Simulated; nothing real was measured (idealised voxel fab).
Name of the process module below: voxel self aligned contacts
The cross-section on display is named cut; it measures 200 nm wide, and its cells are 5 nm squares.
For the purposes of this document, a cross-section shall be understood as a grid of square cells, specified as bands listed in top-to-bottom order, each band consisting of one or more rows of cells.
Read a band's entry like this: the first values are the height of its top and the height of its bottom in nm, and what follows is the sequence of materials from left to right, each with its width in nm. Note that "air" is empty space, and that a single material marked "edge to edge" reaches across the band from edge to edge.
Height reference: 0 = level under which incoming wafer is all one material. Lowest band: no bottom, runs on downward, e.g. "top 0, no bottom".
You'd read "30->40" like this: the band's top row of cells is as wide as the first number, its bottom row is as wide as the second, and going down, every row changes width by the same amount as the row before did.
What does "left unchanged" mean for a step? It means no cell of the cross-section changed in that step.
"Completely enclosed voids" enumerates empty spaces isolated from the top, with no open way to it, that contain at least 8 cells, giving each as width x height at distance from the left edge, all three in nm.
Step line, after settings: the simulator's comment on this step.
"overlay nm" denotes, for a step that has a mask, the displacement of the mask to the right of its planned place, with negative values corresponding to the left.
The following list gives the planned process steps
- 1: RECEIVE | material Si
- 2: OXIDIZE | depth nm 5
- 3: DIRECTIONAL_DEP | material polySi | thk nm 25
- 4: DIRECTIONAL_DEP | material SiN | thk nm 20
- 5: DIRECTIONAL_DEP | material aC | thk nm 10
- 6: PATTERN | tone cover | mask id GATE | material resist | width nm 30 | pitch nm 65 | thk nm 30 | overlay nm 0
- 7: DIRECTIONAL_ETCH | etch materials aC | depth nm 10
- 8: STRIP | etch materials resist
- 9: DIRECTIONAL_ETCH | etch materials SiN | depth nm 20
- 10: DIRECTIONAL_ETCH | etch materials polySi | depth nm 25
- 11: STRIP | etch materials aC
- 12: CONFORMAL_DEP | material SiN | thk nm 10
- 13: DIRECTIONAL_ETCH | etch materials SiN | depth nm 10
- 14: FILL_DEP | material SiO2 | thk nm 15
- 15: CMP | height nm 55
- 16: DIRECTIONAL_DEP | material aC | thk nm 15
- 17: PATTERN | tone open | mask id CONTACT | material resist | width nm 45 | thk nm 30 | overlay nm 0
- 18: DIRECTIONAL_ETCH | etch materials aC | depth nm 15
- 19: STRIP | etch materials resist
- 20: DIRECTIONAL_ETCH | etch materials SiO2 | depth nm 60
- 21: STRIP | etch materials aC
- 22: CONFORMAL_DEP | material TiN | thk nm 5
- 23: FILL_DEP | material Ru | thk nm 5
- 24: CMP | height nm 55
- 25: CONFORMAL_DEP | material SiCN | thk nm 5
Wafer at receipt (post step 1), cross-section
* top 0, no bottom  Si edge to edge
* Completely enclosed voids: none
Module complete - cross-section of the first of two wafers, run according to plan
* top 60, bottom 55  SiCN edge to edge
* top 55, bottom 45  SiO2=75 / TiN=5->20 / Ru=35->5 / TiN=5->20 / SiO2=80
* top 45, bottom 25  SiO2=40 / SiN=50 / TiN=5 / Ru=5 / TiN=5 / SiN=50 / SiO2=45
* top 25, bottom 0  SiO2=40 / SiN=10 / polySi=30 / SiN=10 / TiN=5 / Ru=5 / TiN=5 / SiN=10 / polySi=30 / SiN=10 / SiO2=45
* top 0, bottom -5  SiO2=90 / TiN=15 / SiO2=95
* top -5, no bottom  Si edge to edge
* Completely enclosed voids: none
Cross-section, wafer two of two, end of module: same start and plan as wafer one, one error in execution
* top 60, bottom 55  SiCN edge to edge
* top 55, bottom 45  SiO2=65 / TiN=5->30 / Ru=35->5 / TiN=5->10 / SiO2=90
* top 45, bottom 25  SiO2=40 / SiN=50 / TiN=5 / Ru=5 / TiN=5 / SiN=50 / SiO2=45
* top 25, bottom 0  SiO2=40 / SiN=10 / polySi=30 / SiN=10 / TiN=5 / Ru=5 / TiN=5 / SiN=10 / polySi=30 / SiN=10 / SiO2=45
* top 0, bottom -5  SiO2=90 / TiN=15 / SiO2=95
* top -5, no bottom  Si edge to edge
* Completely enclosed voids: none
Misprocessing identified: step 17, actual vs plan mismatch, actual run PATTERN | tone open | mask id CONTACT | material resist | width nm 45 | thk nm 30 | overlay nm -10
Both wafers, final: cells per material equal; arrangement not.
